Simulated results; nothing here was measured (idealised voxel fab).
Proc. module: voxel plated lines
Pictured: cross-section cut, 270 nm wide, on a grid of 5 nm square cells.
Cross-sections here: square-cell grids, written as top-down lists of bands, a band being one or more rows of cells.
It is stipulated that each band's entry specify, in nanometres, the height of the top of the band and then that of its bottom, followed by the materials of the band in left-to-right sequence, each together with its width in nanometres. A single material marked by the word "everywhere" is understood to fill the band from edge to edge; the word "air" is understood to denote empty space.
Heights are measured from 0, the level below which the as-received wafer is all one material; the lowest band has no bottom and continues downward, written as in "0..down".
A width such as "30 to 40" changes by the same amount from each row of cells to the next, from the band's top row to its bottom row.
"all unchanged", as given for a step, is the statement that not any cell of the cross-section underwent a change during that step.
Any empty space of 8 cells or more lacking an open way to the top shows up in "Closed cavities" as width x height at distance, distance from the left edge, in nm.
Note: text after step settings on the step line = simulator remark on that step.
"overlay nm" denotes, for a step that has a mask, the displacement of the mask to the right of its planned place, with negative values corresponding to the left.
Intended process steps
1) RECEIVE | material Si
2) CONFORMAL_DEP | material Al2O3 | thk nm 15
3) DIRECTIONAL_DEP | material TiN | thk nm 5
4) PATTERN | tone open | mask id LINES | material resist | width nm 15 | pitch nm 35 | thk nm 30 | overlay nm 0
5) EPI | material Ru | thk nm 10
6) EPI | material Ru | thk nm 5
7) STRIP | etch materials resist
8) DIRECTIONAL_ETCH | etch materials TiN | depth nm 5
9) CONFORMAL_DEP | material SiO2 | thk nm 5
Cross-section of the incoming wafer, state after step 1
0..down  Si everywhere
Closed cavities: none
Same starting wafer, same plan as above, one mistake in the execution; this is the cross-section at the end of the module
35..30  air 105 / SiO2 25 / air 10 / SiO2 25 / air 105
30..15  air 105 / SiO2 5 / Ru 15 / SiO2 5 / air 10 / SiO2 5 / Ru 15 / SiO2 5 / air 105
15..10  SiO2 110 / TiN 15 / SiO2 20 / TiN 15 / SiO2 110
10..0  Al2O3 everywhere
0..down  Si everywhere
Closed cavities: none
In executing the process, a mistake was made relative to the plan: planned and actual differ for step 2; actual: CONFORMAL_DEP | material Al2O3 | thk nm 10
